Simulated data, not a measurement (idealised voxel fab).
Presented below is a process module, voxel quadruple lines.
Cross-section cut spans 165 nm and uses square cells 5 nm in size.
Notation: cross-section as square-cell grid; stated in bands, top first, going down; one or more cell rows per band.
Heads up on the band format: heights come first, top then bottom, in nm. After that it's the materials left to right, each with its width in nm. A single material flagged "throughout" fills the whole band edge to edge, and "empty" means there's empty space there.
Height is counted from the level 0, under which the received wafer is composed throughout of one material. The lowest of the bands is not closed at the bottom but continues downward, in the notation "0 down".
The width entry "30->40" should be interpreted row by row: the top row of cells in the band takes the first number, the bottom row takes the second number, and the change between adjacent rows is uniform throughout.
It should be understood that the words "identical to before", when stated for a given step, signify that the cross-section underwent no change in any of its cells during that step.
Entry "Fully enclosed voids". Content: empty spaces with no open connection to the top, size 8 cells or greater. Each: width x height at distance. Distance: from left edge. Unit: nm.
Note: text after step settings on the step line = simulator remark on that step.
overlay nm: where the mask lay relative to plan, measured to the right, on steps with a mask; negatives go left.
## Intended process steps
1,op RECEIVE | material Si
2,op CONFORMAL_DEP | material SiO2 | thk nm 10
3,op DIRECTIONAL_DEP | material Ru | thk nm 10
4,op DIRECTIONAL_DEP | material polySi | thk nm 20
5,op DIRECTIONAL_DEP | material aC | thk nm 25
6,op PATTERN | tone cover | mask id MANDREL | material resist | width nm 25 | thk nm 35 | overlay nm 0
7,op DIRECTIONAL_ETCH | etch materials aC | depth nm 25
8,op STRIP | etch materials resist
9,op CONFORMAL_DEP | material SiO2 | thk nm 15
10,op DIRECTIONAL_ETCH | etch materials SiO2 | depth nm 15
11,op STRIP | etch materials aC
12,op DIRECTIONAL_ETCH | etch materials polySi | depth nm 20
13,op STRIP | etch materials SiO2
14,op CONFORMAL_DEP | material SiN | thk nm 5
15,op DIRECTIONAL_ETCH | etch materials SiN | depth nm 5
16,op STRIP | etch materials polySi
17,op DIRECTIONAL_ETCH | etch materials Ru | depth nm 10
18,op STRIP | etch materials SiN
19,op FILL_DEP | material lowk | thk nm 10
20,op CMP | height nm 20
## As-received wafer cross-section (after step 1)
* 0 down: Si throughout
* Fully enclosed voids: none
## First of two wafers at the end of the module, shown in cross-section; run carried out as planned
* 20 to 10: lowk 50 nm, then Ru 5 nm, then lowk 15 nm, then Ru 5 nm, then lowk 15 nm, then Ru 5 nm, then lowk 15 nm, then Ru 5 nm, then lowk 50 nm
* 10 to 0: SiO2 throughout
* 0 down: Si throughout
* Fully enclosed voids: none
## Wafer two cross-section, module end. Start and plan unchanged from wafer one; one mistake made during the run
* 20 to 10: lowk throughout
* 10 to 0: lowk 50 nm, then Ru 5 nm, then lowk 15 nm, then Ru 5 nm, then lowk 15 nm, then Ru 5 nm, then lowk 15 nm, then Ru 5 nm, then lowk 50 nm
* 0 down: Si throughout
* Fully enclosed voids: none
Where did the run depart from the plan? step 2 was dropped from the plan's execution and never run
The second wafer ends with more or fewer cells of some materials than the first, per final count: SiO2 -66, lowk +66
